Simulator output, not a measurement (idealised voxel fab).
The following process module bears the name voxel self aligned vias.
For reference, the cross-section in this document is cut, with width 255 nm and square cells of 5 nm.
How to read a cross-section here: the picture is a grid of square cells, written as bands going from the top down, and any band can span one or more rows of cells.
Heights first: top, then bottom, in nm. Then materials, left to right, each with a width in nm. "full width" on a single material: fills the band edge to edge. "air": empty space.
Height datum 0, below which the as-received substrate wafer is one material. Lowest band open at the bottom, running downward: "from 0 down".
When a width is written as two numbers, as in "30 to 40", the first number is the width in the top row of cells of the band and the second is the width in its bottom row, and the width changes by the same amount from each row to the next.
Where the words "nothing different" appear for a step, the cross-section shows no cell changed by that step; every cell remained as before.
"Enclosed internal voids": empty spaces of 8 cells or more with no open way to the top, each given as width x height at distance, distance from the left edge, all in nm.
Past the settings on a step's line: simulator remark, on that step.
The setting "overlay nm" may be written on the line of a step. When the step uses a mask, the value reports how far to the right of the planned place the mask lay, and a negative value reports that it lay to the left.

# So here's the lineup of process steps we planned
1 RECEIVE: material Si
2 CONFORMAL_DEP: material SiO2, thk nm 15
3 CONFORMAL_DEP: material SiCN, thk nm 5
4 DIRECTIONAL_DEP: material SiO2, thk nm 20
5 PATTERN: tone open, mask id LINES, material resist, width nm 30, pitch nm 80, thk nm 20, overlay nm 0
6 DIRECTIONAL_ETCH: etch materials SiO2, depth nm 20
7 STRIP: etch materials resist
8 CONFORMAL_DEP: material TiN, thk nm 5
9 FILL_DEP: material W, thk nm 10
10 CMP: height nm 40
11 SELECTIVE_ETCH: etch materials W Ru TiN, depth nm 5
12 FILL_DEP: material SiN, thk nm 10
13 CMP: height nm 40
14 DIRECTIONAL_DEP: material SiO2, thk nm 20
15 DIRECTIONAL_DEP: material aC, thk nm 15
16 PATTERN: tone open, mask id VIAS, material resist, width nm 50, thk nm 30, overlay nm 0
17 DIRECTIONAL_ETCH: etch materials aC, depth nm 15
18 STRIP: etch materials resist
19 DIRECTIONAL_ETCH: etch materials SiO2, depth nm 20
20 DIRECTIONAL_ETCH: etch materials SiN, depth nm 5
21 STRIP: etch materials aC
22 CONFORMAL_DEP: material TiN, thk nm 5
23 FILL_DEP: material Cu, thk nm 5
24 CMP: height nm 60
25 CONFORMAL_DEP: material SiN, thk nm 5

# Wafer as received: cross-section following step 1
* from 0 down = Si full width
* Enclosed internal voids: none

# a wafer at the end: this start, this plan, one mistake
* from 65 to 60 = SiN full width
* from 60 to 45 = 65 SiO2 | 5 TiN | 30 Cu | 5 TiN | 150 SiO2
* from 45 to 40 = 65 SiO2 | 10 TiN | 20 Cu | 10 TiN | 150 SiO2
* from 40 to 35 = 70 SiO2 | 30 TiN | 50 SiO2 | 30 SiN | 75 SiO2
* from 35 to 25 = 70 SiO2 | 5 TiN | 20 W | 5 TiN | 50 SiO2 | 5 TiN | 20 W | 5 TiN | 75 SiO2
* from 25 to 20 = 70 SiO2 | 30 TiN | 50 SiO2 | 30 TiN | 75 SiO2
* from 20 to 15 = SiCN full width
* from 15 to 0 = SiO2 full width
* from 0 down = Si full width
* Enclosed internal voids: none
Finding, execution versus plan: contrary to plan, step 16 was performed as PATTERN: tone open, mask id VIAS, material resist, width nm 40, thk nm 30, overlay nm 0
